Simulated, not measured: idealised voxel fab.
The following is a process module called voxel self aligned contacts.
Cross-section cut: width 285 nm, square cells of 5 nm.
For the purposes of this document, a cross-section shall be understood as a grid of square cells, specified as bands listed in top-to-bottom order, each band consisting of one or more rows of cells.
Heights first: top, then bottom, in nm. Then materials, left to right, each with a width in nm. "all across" on a single material: fills the band edge to edge. "air": empty space.
The level at which height equals 0 is the one under which the wafer, as it arrives, is entirely one material. No lower edge exists for the bottom band, which continues downward and is notated as in "0..down".
So if you see something like "30..40" for the width, read it as the top row of the band sitting at the first number and the bottom row at the second, with every row in between moving by the same amount as the last.
"no modification" for a step: no cell of the cross-section changed in that step.
"Sealed-off cavities" means: voids of 8 cells or more that are shut off from the top with no open way through. Written width x height at distance, distance from the left edge, in nm.
Heads up: the bit after the settings on a step's line is the simulator's remark on that step.
Among the settings permitted on a step's line is "overlay nm"; applied to a step with a mask, it specifies the extent to which the mask lay to the right of its planned position, whereas a negative figure signifies a position to the left.

This section lists the process steps that were planned
1) RECEIVE (material Si)
2) OXIDIZE (depth nm 5)
3) DIRECTIONAL_DEP (material polySi; thk nm 20)
4) DIRECTIONAL_DEP (material SiN; thk nm 20)
5) MASKED_ETCH (tone cover; mask id GATE; width nm 35; pitch nm 80; etch materials SiN; depth nm 20; overlay nm 0)
6) MASKED_ETCH (tone cover; mask id GATE; width nm 25; pitch nm 80; etch materials polySi; depth nm 20; overlay nm 0)
7) CONFORMAL_DEP (material SiN; thk nm 10)
8) DIRECTIONAL_ETCH (etch materials SiN; depth nm 10)
9) FILL_DEP (material SiO2; thk nm 15)
10) CMP (height nm 45)
11) PATTERN (tone open; mask id CONTACT; material resist; width nm 65; thk nm 20; overlay nm 0)
12) DIRECTIONAL_ETCH (etch materials SiO2; depth nm 50)
13) STRIP (etch materials resist)
14) CONFORMAL_DEP (material TiN; thk nm 5)
15) FILL_DEP (material Ru; thk nm 10)
16) CMP (height nm 45)
17) CONFORMAL_DEP (material SiCN; thk nm 5)
Heads up: all these wafers start the same, and what changes between them is the width nm in step 6. The value you see in the plan is just what the first wafer got.

As received, i.e. after step 1: cross-section through the first of several wafers
	0..down  Si all across
	Sealed-off cavities: none

Table: wafers, a row each; end-of-module cell change per material since receipt, gain (+), loss (-); then closed voids
width nm 25 | +27 Ru | -57 Si | +57 SiCN | +120 SiN | +336 SiO2 | +31 TiN | +56 polySi | Sealed-off cavities: none
width nm 30 | +27 Ru | -57 Si | +57 SiCN | +120 SiN | +336 SiO2 | +31 TiN | +56 polySi | Sealed-off cavities: none
width nm 35 | +27 Ru | -57 Si | +57 SiCN | +120 SiN | +336 SiO2 | +31 TiN | +56 polySi | Sealed-off cavities: none
width nm 40 | +22 Ru | -57 Si | +57 SiCN | +120 SiN | +333 SiO2 | +31 TiN | +64 polySi | Sealed-off cavities: none
width nm 45 | +17 Ru | -57 Si | +57 SiCN | +120 SiN | +330 SiO2 | +31 TiN | +72 polySi | Sealed-off cavities: none
width nm 50 | +12 Ru | -57 Si | +57 SiCN | +120 SiN | +327 SiO2 | +31 TiN | +80 polySi | Sealed-off cavities: none
